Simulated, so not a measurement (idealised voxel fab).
Process module under the name voxel air gaps
Pictured: cross-section cut, 200 nm wide, on a grid of 5 nm square cells.
A cross-section is a grid of square cells, given in bands from the top down. A band is one or more rows of cells.
Basically the band line says how high the top is and how high the bottom is, in nm, and then what's in it from left to right, every material with its width in nm. Empty space shows up as "air", and if a single material carries "edge to edge" it runs the full band edge to edge.
All heights in this document are referenced to 0, defined as the level beneath which the wafer, as received, consists entirely of one material. The lowest band is not bounded below; it extends indefinitely downward and is written in the form "0 and below".
So if you see something like "30->40" for the width, read it as the top row of the band sitting at the first number and the bottom row at the second, with every row in between moving by the same amount as the last.
"no alteration" for a step: no cell of the cross-section changed in that step.
Empty spaces without an open route to the top, at least 8 cells in extent, make up the entry "Sealed cavities"; each is given as width x height at distance, where the distance is measured from the left edge, and all are in nm.
Read whatever lies past the settings on a step's line as the simulator's own remark about the step.
"overlay nm" answers the question of how far to the right of plan the mask lay on a step that has a mask, and when it is negative the answer is to the left.
# Planned process steps
1) RECEIVE [material Si]
2) CONFORMAL_DEP [material SiO2] [thk nm 15]
3) CONFORMAL_DEP [material SiCN] [thk nm 5]
4) DIRECTIONAL_DEP [material lowk] [thk nm 30]
5) PATTERN [tone open] [mask id LINES] [material resist] [width nm 20] [pitch nm 45] [thk nm 20] [overlay nm 0]
6) DIRECTIONAL_ETCH [etch materials lowk] [depth nm 30]
7) STRIP [etch materials resist]
8) CONFORMAL_DEP [material TiN] [thk nm 5]
9) FILL_DEP [material Ru] [thk nm 5]
10) CMP [height nm 50]
11) EPI [material Ru] [thk nm 10]
12) SELECTIVE_ETCH [etch materials lowk] [depth nm 40]
13) CONFORMAL_DEP [material SiCN] [thk nm 5]
# First wafer out of two, processed as planned
# Shown in cross-section is the wafer as received, that is, as it stands after step 1
- 0 and below = Si edge to edge
- Sealed cavities: none
# After step 2: wafer cross-section
- 15 down to 0 = SiO2 edge to edge
- Unchanged below 0.
# After step 3: wafer cross-section
- 20 down to 15 = SiCN edge to edge
- Unchanged below 15.
# After step 4: wafer cross-section
- 50 down to 20 = lowk edge to edge
- Unchanged below 20.
# After step 5: wafer cross-section
- 70 down to 50 = resist=45, then air=20, then resist=25, then air=20, then resist=25, then air=20, then resist=45
- Unchanged below 50.
# After step 6: wafer cross-section
- 70 down to 50 = resist=45, then air=20, then resist=25, then air=20, then resist=25, then air=20, then resist=45
- 50 down to 20 = lowk=45, then air=20, then lowk=25, then air=20, then lowk=25, then air=20, then lowk=45
- Unchanged below 20.
# After step 7: wafer cross-section
- 50 down to 20 = lowk=45, then air=20, then lowk=25, then air=20, then lowk=25, then air=20, then lowk=45
- Unchanged below 20.
# After step 8: wafer cross-section
- 55 down to 50 = TiN=50, then air=10, then TiN=35, then air=10, then TiN=35, then air=10, then TiN=50
- 50 down to 25 = lowk=45, then TiN=5, then air=10, then TiN=5, then lowk=25, then TiN=5, then air=10, then TiN=5, then lowk=25, then TiN=5, then air=10, then TiN=5, then lowk=45
- 25 down to 20 = lowk=45, then TiN=20, then lowk=25, then TiN=20, then lowk=25, then TiN=20, then lowk=45
- Unchanged below 20.
# After step 9: wafer cross-section
- 60 down to 55 = Ru edge to edge
- 55 down to 50 = TiN=50, then Ru=10, then TiN=35, then Ru=10, then TiN=35, then Ru=10, then TiN=50
- 50 down to 25 = lowk=45, then TiN=5, then Ru=10, then TiN=5, then lowk=25, then TiN=5, then Ru=10, then TiN=5, then lowk=25, then TiN=5, then Ru=10, then TiN=5, then lowk=45
- Unchanged below 25.
# After step 10: wafer cross-section
- 50 down to 25 = lowk=45, then TiN=5, then Ru=10, then TiN=5, then lowk=25, then TiN=5, then Ru=10, then TiN=5, then lowk=25, then TiN=5, then Ru=10, then TiN=5, then lowk=45
- Unchanged below 25.
# After step 11: wafer cross-section
- 60 down to 50 = air=35, then Ru=40, then air=5, then Ru=40, then air=5, then Ru=40, then air=35
- Unchanged below 50.
# After step 12: wafer cross-section
- 60 down to 50 = air=35, then Ru=40, then air=5, then Ru=40, then air=5, then Ru=40, then air=35
- 50 down to 25 = air=45, then TiN=5, then Ru=10, then TiN=5, then air=25, then TiN=5, then Ru=10, then TiN=5, then air=25, then TiN=5, then Ru=10, then TiN=5, then air=45
- 25 down to 20 = air=45, then TiN=20, then air=25, then TiN=20, then air=25, then TiN=20, then air=45
- Unchanged below 20.
# After step 13: wafer cross-section
- 65 down to 60 = air=30, then SiCN=140, then air=30
- 60 down to 50 = air=30, then SiCN=5, then Ru=40, then SiCN=5, then Ru=40, then SiCN=5, then Ru=40, then SiCN=5, then air=30
- 50 down to 45 = air=30, then SiCN=15, then TiN=5, then Ru=10, then TiN=5, then SiCN=25, then TiN=5, then Ru=10, then TiN=5, then SiCN=25, then TiN=5, then Ru=10, then TiN=5, then SiCN=15, then air=30
- 45 down to 25 = air=40, then SiCN=5, then TiN=5, then Ru=10, then TiN=5, then SiCN=5, then air=15, then SiCN=5, then TiN=5, then Ru=10, then TiN=5, then SiCN=5, then air=15, then SiCN=5, then TiN=5, then Ru=10, then TiN=5, then SiCN=5, then air=40
- 25 down to 20 = SiCN=45, then TiN=20, then SiCN=25, then TiN=20, then SiCN=25, then TiN=20, then SiCN=45
- Unchanged below 20.
- Sealed cavities: 15 x 20 at 70; 15 x 20 at 115
# Regarding the second of the two wafers: it shared the first wafer's starting condition and process plan, yet one error occurred during its execution. Its history coincides with that of the first wafer up to and including step 4
# Cross-sectional view of the second wafer at the intended end time of process step 5
- 70 down to 50 = resist=40, then air=20, then resist=25, then air=20, then resist=25, then air=20, then resist=50
- Unchanged below 50.
# Cross-sectional view of the second wafer at the intended end time of process step 6
- 70 down to 50 = resist=40, then air=20, then resist=25, then air=20, then resist=25, then air=20, then resist=50
- 50 down to 20 = lowk=40, then air=20, then lowk=25, then air=20, then lowk=25, then air=20, then lowk=50
- Unchanged below 20.
# Cross-sectional view of the second wafer at the intended end time of process step 7
- 50 down to 20 = lowk=40, then air=20, then lowk=25, then air=20, then lowk=25, then air=20, then lowk=50
- Unchanged below 20.
# Cross-sectional view of the second wafer at the intended end time of process step 8
- 55 down to 50 = TiN=45, then air=10, then TiN=35, then air=10, then TiN=35, then air=10, then TiN=55
- 50 down to 25 = lowk=40, then TiN=5, then air=10, then TiN=5, then lowk=25, then TiN=5, then air=10, then TiN=5, then lowk=25, then TiN=5, then air=10, then TiN=5, then lowk=50
- 25 down to 20 = lowk=40, then TiN=20, then lowk=25, then TiN=20, then lowk=25, then TiN=20, then lowk=50
- Unchanged below 20.
# Cross-sectional view of the second wafer at the intended end time of process step 9
- 60 down to 55 = Ru edge to edge
- 55 down to 50 = TiN=45, then Ru=10, then TiN=35, then Ru=10, then TiN=35, then Ru=10, then TiN=55
- 50 down to 25 = lowk=40, then TiN=5, then Ru=10, then TiN=5, then lowk=25, then TiN=5, then Ru=10, then TiN=5, then lowk=25, then TiN=5, then Ru=10, then TiN=5, then lowk=50
- Unchanged below 25.
# Cross-sectional view of the second wafer at the intended end time of process step 10
- 50 down to 25 = lowk=40, then TiN=5, then Ru=10, then TiN=5, then lowk=25, then TiN=5, then Ru=10, then TiN=5, then lowk=25, then TiN=5, then Ru=10, then TiN=5, then lowk=50
- Unchanged below 25.
# Cross-sectional view of the second wafer at the intended end time of process step 11
- 60 down to 50 = air=30, then Ru=40, then air=5, then Ru=40, then air=5, then Ru=40, then air=40
- Unchanged below 50.
# Cross-sectional view of the second wafer at the intended end time of process step 12
- 60 down to 50 = air=30, then Ru=40, then air=5, then Ru=40, then air=5, then Ru=40, then air=40
- 50 down to 25 = air=40, then TiN=5, then Ru=10, then TiN=5, then air=25, then TiN=5, then Ru=10, then TiN=5, then air=25, then TiN=5, then Ru=10, then TiN=5, then air=50
- 25 down to 20 = air=40, then TiN=20, then air=25, then TiN=20, then air=25, then TiN=20, then air=50
- Unchanged below 20.
# Cross-sectional view of the second wafer at the intended end time of process step 13
- 65 down to 60 = air=25, then SiCN=140, then air=35
- 60 down to 50 = air=25, then SiCN=5, then Ru=40, then SiCN=5, then Ru=40, then SiCN=5, then Ru=40, then SiCN=5, then air=35
- 50 down to 45 = air=25, then SiCN=15, then TiN=5, then Ru=10, then TiN=5, then SiCN=25, then TiN=5, then Ru=10, then TiN=5, then SiCN=25, then TiN=5, then Ru=10, then TiN=5, then SiCN=15, then air=35
- 45 down to 25 = air=35, then SiCN=5, then TiN=5, then Ru=10, then TiN=5, then SiCN=5, then air=15, then SiCN=5, then TiN=5, then Ru=10, then TiN=5, then SiCN=5, then air=15, then SiCN=5, then TiN=5, then Ru=10, then TiN=5, then SiCN=5, then air=45
- 25 down to 20 = SiCN=40, then TiN=20, then SiCN=25, then TiN=20, then SiCN=25, then TiN=20, then SiCN=50
- Unchanged below 20.
- Sealed cavities: 15 x 20 at 65; 15 x 20 at 110
What was done differently from what was planned? for step 5, the planned setting was not used; the step was instead run as PATTERN [tone open] [mask id LINES] [material resist] [width nm 20] [pitch nm 45] [thk nm 20] [overlay nm -5]
At the end, each material covers as many cells on the second wafer as it does on the first, though the cells it covers are elsewhere.
